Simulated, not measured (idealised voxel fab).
Herein follows the process module entitled voxel lift off.
Cross-section cut spans 185 nm and uses square cells 5 nm in size.
A cross-section in this document is a grid of square cells, and it is written down as bands, the top band listed before the ones below it; a band is made up of one or more rows of cells.
For a band, the entry starts with two heights in nm, that of the top and then that of the bottom, and carries on with the band's materials in order from left to right, each alongside its width in nm; the word "everywhere" beside a single material means it fills the band edge to edge, and "air" means empty space.
It should be noted that heights are counted from 0, beneath which the wafer as supplied is of one material throughout, and that the lowest band possesses no lower boundary but continues downward, as written in "0 and below".
A two-number width, for instance "30->40", indicates that the width is equal to the first number in the top row of the band and to the second number in the bottom row, and that it changes by a constant amount per row of cells.
"remained unchanged" means the step left every cell of the cross-section as it was.
"Closed cavities" specifies each empty space that is not open to the top and that occupies no fewer than 8 cells, using the form width x height at distance, the distance measured from the left edge and all three quantities in nm.
It should be noted that, on the line of a given step, the content following the step's settings is a remark produced by the simulator itself with respect to that step.
Steps that use a mask can have "overlay nm" on their line. It says how far the mask sat to the right of where it was meant to be. Negative means to the left.

[Listed below are the process steps as planned]
- 1: RECEIVE (material Si)
- 2: CONFORMAL_DEP (material SiO2; thk nm 15)
- 3: PATTERN (tone open; mask id LINES; material resist; width nm 25; pitch nm 55; thk nm 25; overlay nm 0)
- 4: DIRECTIONAL_DEP (material Ru; thk nm 10)
- 5: STRIP (etch materials resist)
- 6: CONFORMAL_DEP (material SiO2; thk nm 10)

[Step 1 complete: cross-section of the wafer as received]
* 0 and below = Si everywhere
* Closed cavities: none

[Run as planned - first of the two wafers cross-sectioned at the end of the module]
* 35 down to 25 = air: 40, SiO2: 45, air: 10, SiO2: 45, air: 45
* 25 down to 15 = SiO2: 50, Ru: 25, SiO2: 30, Ru: 25, SiO2: 55
* 15 down to 0 = SiO2 everywhere
* 0 and below = Si everywhere
* Closed cavities: none

[Wafer two, sectioned after the module: the first wafer's start, the first wafer's plan, and one mistake in how it was run]
* 35 down to 25 = air: 35, SiO2: 45, air: 10, SiO2: 45, air: 50
* 25 down to 15 = SiO2: 45, Ru: 25, SiO2: 30, Ru: 25, SiO2: 60
* 15 down to 0 = SiO2 everywhere
* 0 and below = Si everywhere
* Closed cavities: none
Deviation from plan: for step 3, the planned setting was not used; the step was instead run as PATTERN (tone open; mask id LINES; material resist; width nm 25; pitch nm 55; thk nm 25; overlay nm -5)
Matching per-material cell counts, mismatched positions: that is how the second wafer compares with the first at the end.
